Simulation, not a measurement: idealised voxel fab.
process module | voxel capacitor over wiring
cross-section cut | 155 nm wide | cells 5 nm
A cross-section is a grid of square cells, given in bands from the top down. A band is one or more rows of cells.
Each band's line starts with the height of the band's top and of its bottom, in nm. Then come its materials from left to right, each with its width in nm. One material with "throughout" fills the band from edge to edge. "air" is empty space.
Height 0 is the level under which the wafer as received is all one material. The lowest band goes on downwards, as in "0 down".
A width such as "30 to 40" changes by the same amount from each row of cells to the next, from the band's top row to its bottom row.
"no change" after a step means that no cell of the cross-section changed.
closed voids: empty space of 8 cells or more with no open way to the top, each as width x height at its distance from the left edge, in nm
after a step's settings: what the simulator itself notes on the step
overlay nm, on a step with a mask: how far to the right of its planned place the mask lay; to the left if negative
plan
1 op RECEIVE | material Si
2 op CONFORMAL_DEP | material SiO2 | thk nm 15
3 op CONFORMAL_DEP | material SiN | thk nm 5
4 op DIRECTIONAL_DEP | material SiO2 | thk nm 25
5 op DIRECTIONAL_DEP | material aC | thk nm 15
6 op PATTERN | tone open | mask id METAL_1 | material resist | width nm 30 | pitch nm 80 | thk nm 35 | overlay nm 0
7 op DIRECTIONAL_ETCH | etch materials aC | depth nm 15
8 op STRIP | etch materials resist
9 op DIRECTIONAL_ETCH | etch materials SiO2 | depth nm 25
10 op DIRECTIONAL_ETCH | etch materials SiN | depth nm 5
11 op STRIP | etch materials aC
12 op CONFORMAL_DEP | material TiN | thk nm 5
13 op FILL_DEP | material Ru | thk nm 5
14 op CMP | height nm 45
15 op CONFORMAL_DEP | material SiCN | thk nm 5
16 op DIRECTIONAL_DEP | material lowk | thk nm 15
17 op MASKED_ETCH | tone open | mask id PLUG_1 | width nm 15 | etch materials lowk | depth nm 15 | overlay nm 0
18 op MASKED_ETCH | tone open | mask id PLUG_1 | width nm 15 | etch materials SiCN | depth nm 5 | overlay nm 0
19 op EPI | material Ru | thk nm 10
20 op EPI | material Ru | thk nm 10
21 op DIRECTIONAL_DEP | material TiN | thk nm 10
22 op DIRECTIONAL_DEP | material HfO2 | thk nm 5
23 op DIRECTIONAL_DEP | material TiN | thk nm 10
24 op DIRECTIONAL_DEP | material aC | thk nm 15
25 op PATTERN | tone cover | mask id UPPER_PLATE | material resist | width nm 55 | thk nm 30 | overlay nm 0
26 op DIRECTIONAL_ETCH | etch materials aC | depth nm 15
27 op STRIP | etch materials resist
28 op DIRECTIONAL_ETCH | etch materials TiN | depth nm 10
29 op DIRECTIONAL_ETCH | etch materials HfO2 | depth nm 5
30 op STRIP | etch materials aC
31 op DIRECTIONAL_DEP | material aC | thk nm 10
32 op PATTERN | tone cover | mask id LOWER_PLATE | material resist | width nm 65 | thk nm 30 | overlay nm 0
33 op DIRECTIONAL_ETCH | etch materials aC | depth nm 10
34 op STRIP | etch materials resist
35 op DIRECTIONAL_ETCH | etch materials TiN | depth nm 10
36 op STRIP | etch materials aC
37 op FILL_DEP | material SiO2 | thk nm 20
38 op CMP | height nm 105
39 op MASKED_ETCH | tone open | mask id PLUG_2 | width nm 15 | etch materials SiO2 | depth nm 15 | overlay nm 0
40 op CONFORMAL_DEP | material TiN | thk nm 5
41 op FILL_DEP | material Ru | thk nm 10
42 op CMP | height nm 105
43 op CONFORMAL_DEP | material SiCN | thk nm 5
first wafer, as planned
as received, after step 1
  0 down: Si throughout
  closed voids: none
after step 2
  15 to 0: SiO2 throughout
  below 0: unchanged
after step 3
  20 to 15: SiN throughout
  below 15: unchanged
after step 4
  45 to 20: SiO2 throughout
  below 20: unchanged
after step 5
  60 to 45: aC throughout
  below 45: unchanged
after step 6
  95 to 60: resist 20 | air 30 | resist 50 | air 30 | resist 25
  below 60: unchanged
after step 7
  80 to 60: resist 20 | air 30 | resist 50 | air 30 | resist 25
  60 to 45: aC 20 | air 30 | aC 50 | air 30 | aC 25
  below 45: unchanged
after step 8
  60 to 45: aC 20 | air 30 | aC 50 | air 30 | aC 25
  below 45: unchanged
after step 9
  60 to 45: aC 20 | air 30 | aC 50 | air 30 | aC 25
  45 to 20: SiO2 20 | air 30 | SiO2 50 | air 30 | SiO2 25
  below 20: unchanged
after step 10
  60 to 45: aC 20 | air 30 | aC 50 | air 30 | aC 25
  45 to 20: SiO2 20 | air 30 | SiO2 50 | air 30 | SiO2 25
  20 to 15: SiN 20 | air 30 | SiN 50 | air 30 | SiN 25
  below 15: unchanged
after step 11
  45 to 20: SiO2 20 | air 30 | SiO2 50 | air 30 | SiO2 25
  below 20: unchanged
after step 12
  50 to 45: TiN 25 | air 20 | TiN 60 | air 20 | TiN 30
  45 to 20: SiO2 20 | TiN 5 | air 20 | TiN 5 | SiO2 50 | TiN 5 | air 20 | TiN 5 | SiO2 25
  20 to 15: SiN 20 | TiN 30 | SiN 50 | TiN 30 | SiN 25
  below 15: unchanged
after step 13
  55 to 50: Ru throughout
  50 to 45: TiN 25 | Ru 20 | TiN 60 | Ru 20 | TiN 30
  45 to 20: SiO2 20 | TiN 5 | Ru 20 | TiN 5 | SiO2 50 | TiN 5 | Ru 20 | TiN 5 | SiO2 25
  below 20: unchanged
after step 14
  45 to 20: SiO2 20 | TiN 5 | Ru 20 | TiN 5 | SiO2 50 | TiN 5 | Ru 20 | TiN 5 | SiO2 25
  below 20: unchanged
after step 15
  50 to 45: SiCN throughout
  below 45: unchanged
after step 16
  65 to 50: lowk throughout
  below 50: unchanged
after step 17
  65 to 50: lowk 35 | air 15 | lowk 105
  below 50: unchanged
after step 18
  65 to 50: lowk 35 | air 15 | lowk 105
  50 to 45: SiCN 35 | air 15 | SiCN 105
  below 45: unchanged
after step 19
  65 to 55: lowk 35 | air 15 | lowk 105
  55 to 50: lowk 35 | Ru 15 | lowk 105
  50 to 45: SiCN 35 | Ru 15 | SiCN 105
  below 45: unchanged
after step 20
  65 to 50: lowk 35 | Ru 15 | lowk 105
  below 50: unchanged
after step 21
  75 to 65: TiN throughout
  below 65: unchanged
after step 22
  80 to 75: HfO2 throughout
  below 75: unchanged
after step 23
  90 to 80: TiN throughout
  below 80: unchanged
after step 24
  105 to 90: aC throughout
  below 90: unchanged
after step 25
  135 to 105: air 35 | resist 55 | air 65
  below 105: unchanged
after step 26
  120 to 105: air 35 | resist 55 | air 65
  105 to 90: air 35 | aC 55 | air 65
  below 90: unchanged
after step 27
  105 to 90: air 35 | aC 55 | air 65
  below 90: unchanged
after step 28
  105 to 90: air 35 | aC 55 | air 65
  90 to 80: air 35 | TiN 55 | air 65
  below 80: unchanged
after step 29
  105 to 90: air 35 | aC 55 | air 65
  90 to 80: air 35 | TiN 55 | air 65
  80 to 75: air 35 | HfO2 55 | air 65
  below 75: unchanged
after step 30
  90 to 80: air 35 | TiN 55 | air 65
  below 80: unchanged
after step 31
  100 to 90: air 35 | aC 55 | air 65
  90 to 85: air 35 | TiN 55 | air 65
  85 to 80: aC 35 | TiN 55 | aC 65
  80 to 75: aC 35 | HfO2 55 | aC 65
  below 75: unchanged
after step 32
  130 to 100: air 30 | resist 65 | air 60
  100 to 90: air 30 | resist 5 | aC 55 | resist 5 | air 60
  90 to 85: air 30 | resist 5 | TiN 55 | resist 5 | air 60
  below 85: unchanged
after step 33
  120 to 100: air 30 | resist 65 | air 60
  100 to 90: air 30 | resist 5 | aC 55 | resist 5 | air 60
  90 to 85: air 30 | resist 5 | TiN 55 | resist 5 | air 60
  85 to 80: air 30 | aC 5 | TiN 55 | aC 5 | air 60
  80 to 75: air 30 | aC 5 | HfO2 55 | aC 5 | air 60
  below 75: unchanged
after step 34
  100 to 90: air 35 | aC 55 | air 65
  90 to 85: air 35 | TiN 55 | air 65
  below 85: unchanged
after step 35
  100 to 90: air 35 | aC 55 | air 65
  90 to 85: air 35 | TiN 55 | air 65
  85 to 80: air 30 | aC 5 | TiN 55 | aC 5 | air 60
  80 to 75: air 30 | aC 5 | HfO2 55 | aC 5 | air 60
  75 to 65: air 30 | TiN 65 | air 60
  below 65: unchanged
after step 36
  90 to 80: air 35 | TiN 55 | air 65
  80 to 75: air 35 | HfO2 55 | air 65
  below 75: unchanged
after step 37
  110 to 90: SiO2 throughout
  90 to 80: SiO2 35 | TiN 55 | SiO2 65
  80 to 75: SiO2 35 | HfO2 55 | SiO2 65
  75 to 65: SiO2 30 | TiN 65 | SiO2 60
  below 65: unchanged
after step 38
  105 to 90: SiO2 throughout
  below 90: unchanged
after step 39
  105 to 90: SiO2 45 | air 15 | SiO2 95
  below 90: unchanged
after step 40
  110 to 105: TiN 50 | air 5 | TiN 100
  105 to 95: SiO2 45 | TiN 5 | air 5 | TiN 5 | SiO2 95
  95 to 90: SiO2 45 | TiN 15 | SiO2 95
  below 90: unchanged
after step 41
  120 to 110: Ru throughout
  110 to 105: TiN 50 | Ru 5 | TiN 100
  105 to 95: SiO2 45 | TiN 5 | Ru 5 | TiN 5 | SiO2 95
  below 95: unchanged
after step 42
  105 to 95: SiO2 45 | TiN 5 | Ru 5 | TiN 5 | SiO2 95
  below 95: unchanged
after step 43
  110 to 105: SiCN throughout
  below 105: unchanged
second wafer: like start, like plan, one mistake. Through step 24 it matches the first wafer
when step 25 should have ended
  135 to 105: resist 35 | air 55 | resist 65
  below 105: unchanged
when step 26 should have ended
  120 to 105: resist 35 | air 55 | resist 65
  105 to 90: aC 35 | air 55 | aC 65
  below 90: unchanged
when step 27 should have ended
  105 to 90: aC 35 | air 55 | aC 65
  below 90: unchanged
when step 28 should have ended
  105 to 90: aC 35 | air 55 | aC 65
  90 to 80: TiN 35 | air 55 | TiN 65
  below 80: unchanged
when step 29 should have ended
  105 to 90: aC 35 | air 55 | aC 65
  90 to 80: TiN 35 | air 55 | TiN 65
  80 to 75: HfO2 35 | air 55 | HfO2 65
  below 75: unchanged
when step 30 should have ended
  90 to 80: TiN 35 | air 55 | TiN 65
  below 80: unchanged
when step 31 should have ended
  100 to 90: aC 35 | air 55 | aC 65
  90 to 85: TiN 35 | air 55 | TiN 65
  85 to 80: TiN 35 | aC 55 | TiN 65
  80 to 75: HfO2 35 | aC 55 | HfO2 65
  below 75: unchanged
when step 32 should have ended
  130 to 100: air 30 | resist 65 | air 60
  100 to 90: aC 35 | resist 55 | aC 65
  90 to 85: TiN 35 | resist 55 | TiN 65
  below 85: unchanged
when step 33 should have ended
  120 to 100: air 30 | resist 65 | air 60
  100 to 90: air 30 | aC 5 | resist 55 | aC 5 | air 60
  below 90: unchanged
when step 34 should have ended
  100 to 90: air 30 | aC 5 | air 55 | aC 5 | air 60
  90 to 85: TiN 35 | air 55 | TiN 65
  below 85: unchanged
when step 35 should have ended
  100 to 90: air 30 | aC 5 | air 55 | aC 5 | air 60
  90 to 85: air 30 | TiN 5 | air 55 | TiN 5 | air 60
  85 to 80: air 30 | TiN 5 | aC 55 | TiN 5 | air 60
  below 80: unchanged
when step 36 should have ended
  90 to 80: air 30 | TiN 5 | air 55 | TiN 5 | air 60
  80 to 75: HfO2 35 | air 55 | HfO2 65
  below 75: unchanged
when step 37 should have ended
  110 to 90: SiO2 throughout
  90 to 80: SiO2 30 | TiN 5 | SiO2 55 | TiN 5 | SiO2 60
  80 to 75: HfO2 35 | SiO2 55 | HfO2 65
  below 75: unchanged
when step 38 should have ended
  105 to 90: SiO2 throughout
  below 90: unchanged
when step 39 should have ended
  105 to 90: SiO2 45 | air 15 | SiO2 95
  below 90: unchanged
when step 40 should have ended
  110 to 105: TiN 50 | air 5 | TiN 100
  105 to 95: SiO2 45 | TiN 5 | air 5 | TiN 5 | SiO2 95
  95 to 90: SiO2 45 | TiN 15 | SiO2 95
  below 90: unchanged
when step 41 should have ended
  120 to 110: Ru throughout
  110 to 105: TiN 50 | Ru 5 | TiN 100
  105 to 95: SiO2 45 | TiN 5 | Ru 5 | TiN 5 | SiO2 95
  below 95: unchanged
when step 42 should have ended
  105 to 95: SiO2 45 | TiN 5 | Ru 5 | TiN 5 | SiO2 95
  below 95: unchanged
when step 43 should have ended
  110 to 105: SiCN throughout
  below 105: unchanged
what went wrong: step 25 ran as: op PATTERN | tone open | mask id UPPER_PLATE | material resist | width nm 55 | thk nm 30 | overlay nm 0
at the end the second wafer has, in cells: 9 more of HfO2 | 27 fewer of SiO2 | 18 more of TiN
